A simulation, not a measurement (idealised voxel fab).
process module | voxel transistor to metal
cross-section cut | 150 nm wide | cells 5 nm
A cross-section is a grid of square cells, given in bands from the top down. A band is one or more rows of cells.
Each band's line starts with the height of the band's top and of its bottom, in nm. Then come its materials from left to right, each with its width in nm. One material with "throughout" fills the band from edge to edge. "air" is empty space.
Height 0 is the level under which the wafer as received is all one material. The lowest band goes on downwards, as in "0 down".
A width such as "30 to 40" changes by the same amount from each row of cells to the next, from the band's top row to its bottom row.
"no change" after a step means that no cell of the cross-section changed.
closed voids: empty space of 8 cells or more with no open way to the top, each as width x height at its distance from the left edge, in nm
after a step's settings: what the simulator itself notes on the step
overlay nm, on a step with a mask: how far to the right of its planned place the mask lay; to the left if negative
plan
1 op RECEIVE | material Si
2 op OXIDIZE | depth nm 5
3 op CONFORMAL_DEP | material SiN | thk nm 15
4 op PATTERN | tone cover | mask id ACTIVE | material resist | width nm 90 | thk nm 20 | overlay nm 0
5 op DIRECTIONAL_ETCH | etch materials SiN | depth nm 15
6 op DIRECTIONAL_ETCH | etch materials SiO2 | depth nm 5
7 op DIRECTIONAL_ETCH | etch materials Si | depth nm 25
8 op STRIP | etch materials resist
9 op FILL_DEP | material SiO2 | thk nm 5
10 op CMP | height nm 15
11 op SELECTIVE_ETCH | etch materials SiO2 | depth nm 15
12 op STRIP | etch materials SiN
13 op SELECTIVE_ETCH | etch materials SiO2 | depth nm 5
14 op OXIDIZE | depth nm 5
15 op DIRECTIONAL_DEP | material polySi | thk nm 25
16 op DIRECTIONAL_DEP | material SiCN | thk nm 15
17 op MASKED_ETCH | tone cover | mask id GATE | width nm 20 | etch materials SiCN | depth nm 25 | overlay nm 0
18 op MASKED_ETCH | tone cover | mask id GATE | width nm 20 | etch materials polySi | depth nm 35 | overlay nm 0
19 op CONFORMAL_DEP | material SiN | thk nm 10
20 op DIRECTIONAL_ETCH | etch materials SiN | depth nm 10
21 op DIRECTIONAL_ETCH | etch materials SiO2 | depth nm 5
22 op DIRECTIONAL_ETCH | etch materials Si | depth nm 5
23 op EPI | material SiGe | thk nm 10
24 op FILL_DEP | material SiO2 | thk nm 5
25 op CMP | height nm 35
26 op DIRECTIONAL_DEP | material SiO2 | thk nm 15
27 op PATTERN | tone open | mask id CONTACT | material resist | width nm 15 | pitch nm 65 | thk nm 20 | overlay nm 0
28 op DIRECTIONAL_ETCH | etch materials SiO2 | depth nm 55
29 op STRIP | etch materials resist
30 op CONFORMAL_DEP | material TiN | thk nm 5
31 op FILL_DEP | material W | thk nm 10
32 op CMP | height nm 50
33 op DIRECTIONAL_DEP | material TiN | thk nm 5
34 op DIRECTIONAL_DEP | material Ru | thk nm 25
35 op DIRECTIONAL_DEP | material aC | thk nm 10
36 op PATTERN | tone cover | mask id METAL_1 | material resist | width nm 15 | pitch nm 65 | thk nm 25 | overlay nm 0
37 op DIRECTIONAL_ETCH | etch materials aC | depth nm 10
38 op STRIP | etch materials resist
39 op DIRECTIONAL_ETCH | etch materials Ru | depth nm 25
40 op DIRECTIONAL_ETCH | etch materials TiN | depth nm 5
41 op STRIP | etch materials aC
42 op CONFORMAL_DEP | material SiN | thk nm 5
43 op FILL_DEP | material SiO2 | thk nm 5
44 op CMP | height nm 80
45 op CONFORMAL_DEP | material SiCN | thk nm 5
46 op DIRECTIONAL_DEP | material SiO2 | thk nm 35
47 op PATTERN | tone open | mask id METAL_2 | material resist | width nm 15 | pitch nm 65 | thk nm 20 | overlay nm 0
48 op DIRECTIONAL_ETCH | etch materials SiO2 | depth nm 20
49 op STRIP | etch materials resist
50 op PATTERN | tone open | mask id METAL_2_HOLES | material resist | width nm 15 | pitch nm 65 | thk nm 20 | overlay nm 0
51 op DIRECTIONAL_ETCH | etch materials SiO2 | depth nm 15
52 op DIRECTIONAL_ETCH | etch materials SiCN | depth nm 5
53 op STRIP | etch materials resist
54 op CONFORMAL_DEP | material TiN | thk nm 5
55 op FILL_DEP | material Ru | thk nm 10
56 op CMP | height nm 120
57 op CONFORMAL_DEP | material SiN | thk nm 5
first wafer, as planned
as received, after step 1
  0 down: Si throughout
  closed voids: none
after step 2
  0 to -5: SiO2 throughout
  below -5: unchanged
after step 3
  15 to 0: SiN throughout
  below 0: unchanged
after step 4
  35 to 15: air 30 | resist 90 | air 30
  below 15: unchanged
after step 5
  35 to 15: air 30 | resist 90 | air 30
  15 to 0: air 30 | SiN 90 | air 30
  below 0: unchanged
after step 6
  35 to 15: air 30 | resist 90 | air 30
  15 to 0: air 30 | SiN 90 | air 30
  0 to -5: air 30 | SiO2 90 | air 30
  below -5: unchanged
after step 7
  35 to 15: air 30 | resist 90 | air 30
  15 to 0: air 30 | SiN 90 | air 30
  0 to -5: air 30 | SiO2 90 | air 30
  -5 to -30: air 30 | Si 90 | air 30
  below -30: unchanged
after step 8
  15 to 0: air 30 | SiN 90 | air 30
  below 0: unchanged
after step 9
  20 to 15: SiO2 throughout
  15 to 0: SiO2 30 | SiN 90 | SiO2 30
  0 to -5: SiO2 throughout
  -5 to -30: SiO2 30 | Si 90 | SiO2 30
  below -30: unchanged
after step 10
  15 to 0: SiO2 30 | SiN 90 | SiO2 30
  below 0: unchanged
after step 11
  15 to 0: air 30 | SiN 90 | air 30
  below 0: unchanged
after step 12
  0 to -5: SiO2 throughout
  below -5: unchanged
after step 13
  -5 to -30: SiO2 30 | Si 90 | SiO2 30
  below -30: unchanged
after step 14
  -5 to -10: SiO2 throughout
  below -10: unchanged
after step 15
  20 to -5: polySi throughout
  below -5: unchanged
after step 16
  35 to 20: SiCN throughout
  below 20: unchanged
after step 17
  35 to 20: air 65 | SiCN 20 | air 65
  below 20: unchanged
after step 18
  35 to 20: air 65 | SiCN 20 | air 65
  20 to -5: air 65 | polySi 20 | air 65
  below -5: unchanged
after step 19
  45 to 35: air 55 | SiN 40 | air 55
  35 to 20: air 55 | SiN 10 | SiCN 20 | SiN 10 | air 55
  20 to 5: air 55 | SiN 10 | polySi 20 | SiN 10 | air 55
  5 to -5: SiN 65 | polySi 20 | SiN 65
  below -5: unchanged
after step 20
  35 to 20: air 55 | SiN 10 | SiCN 20 | SiN 10 | air 55
  20 to -5: air 55 | SiN 10 | polySi 20 | SiN 10 | air 55
  below -5: unchanged
after step 21
  35 to 20: air 55 | SiN 10 | SiCN 20 | SiN 10 | air 55
  20 to -5: air 55 | SiN 10 | polySi 20 | SiN 10 | air 55
  -5 to -10: air 55 | SiO2 40 | air 55
  below -10: unchanged
after step 22
  35 to 20: air 55 | SiN 10 | SiCN 20 | SiN 10 | air 55
  20 to -5: air 55 | SiN 10 | polySi 20 | SiN 10 | air 55
  -5 to -10: air 55 | SiO2 40 | air 55
  -10 to -15: SiO2 30 | air 25 | Si 40 | air 25 | SiO2 30
  below -15: unchanged
after step 23
  35 to 20: air 55 | SiN 10 | SiCN 20 | SiN 10 | air 55
  20 to 0: air 55 | SiN 10 | polySi 20 | SiN 10 | air 55
  0 to -5: air 45 | SiGe 10 | SiN 10 | polySi 20 | SiN 10 | SiGe 10 | air 45
  -5 to -10: air 25 | SiGe 30 | SiO2 40 | SiGe 30 | air 25
  -10 to -15: SiO2 30 | SiGe 25 | Si 40 | SiGe 25 | SiO2 30
  below -15: unchanged
after step 24
  40 to 35: SiO2 throughout
  35 to 20: SiO2 55 | SiN 10 | SiCN 20 | SiN 10 | SiO2 55
  20 to 0: SiO2 55 | SiN 10 | polySi 20 | SiN 10 | SiO2 55
  0 to -5: SiO2 45 | SiGe 10 | SiN 10 | polySi 20 | SiN 10 | SiGe 10 | SiO2 45
  -5 to -10: SiO2 25 | SiGe 30 | SiO2 40 | SiGe 30 | SiO2 25
  below -10: unchanged
after step 25
  35 to 20: SiO2 55 | SiN 10 | SiCN 20 | SiN 10 | SiO2 55
  below 20: unchanged
after step 26
  50 to 35: SiO2 throughout
  below 35: unchanged
after step 27
  70 to 50: resist 35 | air 15 | resist 50 | air 15 | resist 35
  below 50: unchanged
after step 28
  70 to 50: resist 35 | air 15 | resist 50 | air 15 | resist 35
  50 to 35: SiO2 35 | air 15 | SiO2 50 | air 15 | SiO2 35
  35 to 20: SiO2 35 | air 15 | SiO2 5 | SiN 10 | SiCN 20 | SiN 10 | SiO2 5 | air 15 | SiO2 35
  20 to 0: SiO2 35 | air 15 | SiO2 5 | SiN 10 | polySi 20 | SiN 10 | SiO2 5 | air 15 | SiO2 35
  0 to -5: SiO2 35 | air 10 | SiGe 10 | SiN 10 | polySi 20 | SiN 10 | SiGe 10 | air 10 | SiO2 35
  below -5: unchanged
after step 29
  50 to 35: SiO2 35 | air 15 | SiO2 50 | air 15 | SiO2 35
  below 35: unchanged
after step 30
  55 to 50: TiN 40 | air 5 | TiN 60 | air 5 | TiN 40
  50 to 35: SiO2 35 | TiN 5 | air 5 | TiN 5 | SiO2 50 | TiN 5 | air 5 | TiN 5 | SiO2 35
  35 to 20: SiO2 35 | TiN 5 | air 5 | TiN 5 | SiO2 5 | SiN 10 | SiCN 20 | SiN 10 | SiO2 5 | TiN 5 | air 5 | TiN 5 | SiO2 35
  20 to 5: SiO2 35 | TiN 5 | air 5 | TiN 5 | SiO2 5 | SiN 10 | polySi 20 | SiN 10 | SiO2 5 | TiN 5 | air 5 | TiN 5 | SiO2 35
  5 to 0: SiO2 35 | TiN 15 | SiO2 5 | SiN 10 | polySi 20 | SiN 10 | SiO2 5 | TiN 15 | SiO2 35
  0 to -5: SiO2 35 | TiN 10 | SiGe 10 | SiN 10 | polySi 20 | SiN 10 | SiGe 10 | TiN 10 | SiO2 35
  below -5: unchanged
after step 31
  65 to 55: W throughout
  55 to 50: TiN 40 | W 5 | TiN 60 | W 5 | TiN 40
  50 to 35: SiO2 35 | TiN 5 | W 5 | TiN 5 | SiO2 50 | TiN 5 | W 5 | TiN 5 | SiO2 35
  35 to 20: SiO2 35 | TiN 5 | W 5 | TiN 5 | SiO2 5 | SiN 10 | SiCN 20 | SiN 10 | SiO2 5 | TiN 5 | W 5 | TiN 5 | SiO2 35
  20 to 5: SiO2 35 | TiN 5 | W 5 | TiN 5 | SiO2 5 | SiN 10 | polySi 20 | SiN 10 | SiO2 5 | TiN 5 | W 5 | TiN 5 | SiO2 35
  below 5: unchanged
after step 32
  50 to 35: SiO2 35 | TiN 5 | W 5 | TiN 5 | SiO2 50 | TiN 5 | W 5 | TiN 5 | SiO2 35
  below 35: unchanged
after step 33
  55 to 50: TiN throughout
  below 50: unchanged
after step 34
  80 to 55: Ru throughout
  below 55: unchanged
after step 35
  90 to 80: aC throughout
  below 80: unchanged
after step 36
  115 to 90: air 35 | resist 15 | air 50 | resist 15 | air 35
  below 90: unchanged
after step 37
  105 to 90: air 35 | resist 15 | air 50 | resist 15 | air 35
  90 to 80: air 35 | aC 15 | air 50 | aC 15 | air 35
  below 80: unchanged
after step 38
  90 to 80: air 35 | aC 15 | air 50 | aC 15 | air 35
  below 80: unchanged
after step 39
  90 to 80: air 35 | aC 15 | air 50 | aC 15 | air 35
  80 to 55: air 35 | Ru 15 | air 50 | Ru 15 | air 35
  below 55: unchanged
after step 40
  90 to 80: air 35 | aC 15 | air 50 | aC 15 | air 35
  80 to 55: air 35 | Ru 15 | air 50 | Ru 15 | air 35
  55 to 50: air 35 | TiN 15 | air 50 | TiN 15 | air 35
  below 50: unchanged
after step 41
  80 to 55: air 35 | Ru 15 | air 50 | Ru 15 | air 35
  below 55: unchanged
after step 42
  85 to 80: air 30 | SiN 25 | air 40 | SiN 25 | air 30
  80 to 55: air 30 | SiN 5 | Ru 15 | SiN 5 | air 40 | SiN 5 | Ru 15 | SiN 5 | air 30
  55 to 50: SiN 35 | TiN 15 | SiN 50 | TiN 15 | SiN 35
  below 50: unchanged
after step 43
  90 to 85: SiO2 throughout
  85 to 80: SiO2 30 | SiN 25 | SiO2 40 | SiN 25 | SiO2 30
  80 to 55: SiO2 30 | SiN 5 | Ru 15 | SiN 5 | SiO2 40 | SiN 5 | Ru 15 | SiN 5 | SiO2 30
  below 55: unchanged
after step 44
  80 to 55: SiO2 30 | SiN 5 | Ru 15 | SiN 5 | SiO2 40 | SiN 5 | Ru 15 | SiN 5 | SiO2 30
  below 55: unchanged
after step 45
  85 to 80: SiCN throughout
  below 80: unchanged
after step 46
  120 to 85: SiO2 throughout
  below 85: unchanged
after step 47
  140 to 120: resist 35 | air 15 | resist 50 | air 15 | resist 35
  below 120: unchanged
after step 48
  140 to 120: resist 35 | air 15 | resist 50 | air 15 | resist 35
  120 to 100: SiO2 35 | air 15 | SiO2 50 | air 15 | SiO2 35
  below 100: unchanged
after step 49
  120 to 100: SiO2 35 | air 15 | SiO2 50 | air 15 | SiO2 35
  below 100: unchanged
after step 50
  140 to 120: resist 35 | air 15 | resist 50 | air 15 | resist 35
  below 120: unchanged
after step 51
  140 to 120: resist 35 | air 15 | resist 50 | air 15 | resist 35
  120 to 85: SiO2 35 | air 15 | SiO2 50 | air 15 | SiO2 35
  below 85: unchanged
after step 52
  140 to 120: resist 35 | air 15 | resist 50 | air 15 | resist 35
  120 to 85: SiO2 35 | air 15 | SiO2 50 | air 15 | SiO2 35
  85 to 80: SiCN 35 | air 15 | SiCN 50 | air 15 | SiCN 35
  below 80: unchanged
after step 53
  120 to 85: SiO2 35 | air 15 | SiO2 50 | air 15 | SiO2 35
  below 85: unchanged
after step 54
  125 to 120: TiN 40 | air 5 | TiN 60 | air 5 | TiN 40
  120 to 85: SiO2 35 | TiN 5 | air 5 | TiN 5 | SiO2 50 | TiN 5 | air 5 | TiN 5 | SiO2 35
  85 to 80: SiCN 35 | TiN 15 | SiCN 50 | TiN 15 | SiCN 35
  below 80: unchanged
after step 55
  135 to 125: Ru throughout
  125 to 120: TiN 40 | Ru 5 | TiN 60 | Ru 5 | TiN 40
  120 to 85: SiO2 35 | TiN 5 | Ru 5 | TiN 5 | SiO2 50 | TiN 5 | Ru 5 | TiN 5 | SiO2 35
  below 85: unchanged
after step 56
  120 to 85: SiO2 35 | TiN 5 | Ru 5 | TiN 5 | SiO2 50 | TiN 5 | Ru 5 | TiN 5 | SiO2 35
  below 85: unchanged
after step 57
  125 to 120: SiN throughout
  below 120: unchanged
second wafer: like start, like plan, one mistake. Through step 46 it matches the first wafer
when step 47 should have ended
  140 to 120: air 35 | resist 15 | air 50 | resist 15 | air 35
  below 120: unchanged
when step 48 should have ended
  140 to 120: air 35 | resist 15 | air 50 | resist 15 | air 35
  120 to 100: air 35 | SiO2 15 | air 50 | SiO2 15 | air 35
  below 100: unchanged
when step 49 should have ended
  120 to 100: air 35 | SiO2 15 | air 50 | SiO2 15 | air 35
  below 100: unchanged
when step 50 should have ended
  140 to 120: resist 35 | air 15 | resist 50 | air 15 | resist 35
  120 to 100: resist 35 | SiO2 15 | resist 50 | SiO2 15 | resist 35
  below 100: unchanged
when step 51 should have ended
  140 to 105: resist 35 | air 15 | resist 50 | air 15 | resist 35
  below 105: unchanged
when step 52 should have ended: no change
when step 53 should have ended
  105 to 100: air 35 | SiO2 15 | air 50 | SiO2 15 | air 35
  below 100: unchanged
when step 54 should have ended
  110 to 105: air 30 | TiN 25 | air 40 | TiN 25 | air 30
  105 to 100: TiN 35 | SiO2 15 | TiN 50 | SiO2 15 | TiN 35
  below 100: unchanged
when step 55 should have ended
  120 to 110: Ru throughout
  110 to 105: Ru 30 | TiN 25 | Ru 40 | TiN 25 | Ru 30
  below 105: unchanged
when step 56 should have ended: no change
when step 57 should have ended
  125 to 120: SiN throughout
  below 120: unchanged
what went wrong: step 47 ran as: op PATTERN | tone cover | mask id METAL_2 | material resist | width nm 15 | pitch nm 65 | thk nm 20 | overlay nm 0
at the end the second wafer has, in cells: 66 more of Ru | 6 more of SiCN | 72 fewer of SiO2
